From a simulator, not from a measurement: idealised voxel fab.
process module | voxel gate over fins
cross-section cut | 260 nm wide | cells 5 nm
A cross-section is a grid of square cells, given in bands from the top down. A band is one or more rows of cells.
Each band's line starts with the height of the band's top and of its bottom, in nm. Then come its materials from left to right, each with its width in nm. One material with "throughout" fills the band from edge to edge. "air" is empty space.
Height 0 is the level under which the wafer as received is all one material. The lowest band goes on downwards, as in "0 down".
A width such as "30 to 40" changes by the same amount from each row of cells to the next, from the band's top row to its bottom row.
"no change" after a step means that no cell of the cross-section changed.
closed voids: empty space of 8 cells or more with no open way to the top, each as width x height at its distance from the left edge, in nm
after a step's settings: what the simulator itself notes on the step
overlay nm, on a step with a mask: how far to the right of its planned place the mask lay; to the left if negative
plan
1 op RECEIVE | material Si
2 op CONFORMAL_DEP | material SiN | thk nm 10
3 op DIRECTIONAL_DEP | material aC | thk nm 10
4 op PATTERN | tone cover | mask id FINS | material resist | width nm 15 | pitch nm 40 | thk nm 30 | overlay nm 0
5 op DIRECTIONAL_ETCH | etch materials aC | depth nm 10
6 op STRIP | etch materials resist
7 op DIRECTIONAL_ETCH | etch materials SiN | depth nm 10
8 op DIRECTIONAL_ETCH | etch materials Si | depth nm 30
9 op STRIP | etch materials aC
10 op FILL_DEP | material SiO2 | thk nm 5
11 op CMP | height nm 10
12 op SELECTIVE_ETCH | etch materials SiO2 | depth nm 25
13 op STRIP | etch materials SiN
14 op CONFORMAL_DEP | material HfO2 | thk nm 5
15 op CONFORMAL_DEP | material TiN | thk nm 5
16 op CONFORMAL_DEP | material TiAl | thk nm 5
17 op CONFORMAL_DEP | material TiN | thk nm 5
18 op FILL_DEP | material W | thk nm 10
19 op CMP | height nm 25
20 op CONFORMAL_DEP | material SiCN | thk nm 10
as received, after step 1
  0 down: Si throughout
  closed voids: none
first wafer at the end, as planned
  35 to 25: SiCN throughout
  25 to 20: W throughout
  20 to 15: W 80 | TiN 95 | W 85
  15 to 10: W 80 | TiN 5 | TiAl 85 | TiN 5 | W 85
  10 to 5: W 80 | TiN 5 | TiAl 5 | TiN 35 | TiAl 5 | TiN 35 | TiAl 5 | TiN 5 | W 85
  5 to 0: TiN 85 | TiAl 5 | TiN 5 | HfO2 25 | TiN 5 | TiAl 5 | TiN 5 | HfO2 25 | TiN 5 | TiAl 5 | TiN 90
  0 to -5: TiAl 90 | TiN 5 | HfO2 5 | Si 15 | HfO2 5 | TiN 5 | TiAl 5 | TiN 5 | HfO2 5 | Si 15 | HfO2 5 | TiN 5 | TiAl 95
  -5 to -10: TiN 95 | HfO2 5 | Si 15 | HfO2 5 | TiN 15 | HfO2 5 | Si 15 | HfO2 5 | TiN 100
  -10 to -15: HfO2 100 | Si 15 | HfO2 25 | Si 15 | HfO2 105
  -15 to -30: SiO2 100 | Si 15 | SiO2 25 | Si 15 | SiO2 105
  -30 down: Si throughout
  closed voids: none
second wafer at the end: like start, like plan, one mistake
  35 to 25: SiCN throughout
  25 to 20: W throughout
  20 to 15: W 80 | TiN 95 | W 85
  15 to 10: TiN 85 | TiAl 85 | TiN 90
  10 to 5: TiAl 90 | TiN 35 | TiAl 5 | TiN 35 | TiAl 95
  5 to 0: TiN 95 | HfO2 25 | TiN 15 | HfO2 25 | TiN 100
  0 to -5: HfO2 100 | Si 15 | HfO2 25 | Si 15 | HfO2 105
  -5 to -30: SiO2 100 | Si 15 | SiO2 25 | Si 15 | SiO2 105
  -30 down: Si throughout
  closed voids: none
what went wrong: step 12 ran as: op SELECTIVE_ETCH | etch materials SiO2 | depth nm 15
at the end the second wafer has, in cells: 8 fewer of HfO2 | 92 more of SiO2 | 6 fewer of TiAl | 12 fewer of TiN | 66 fewer of W
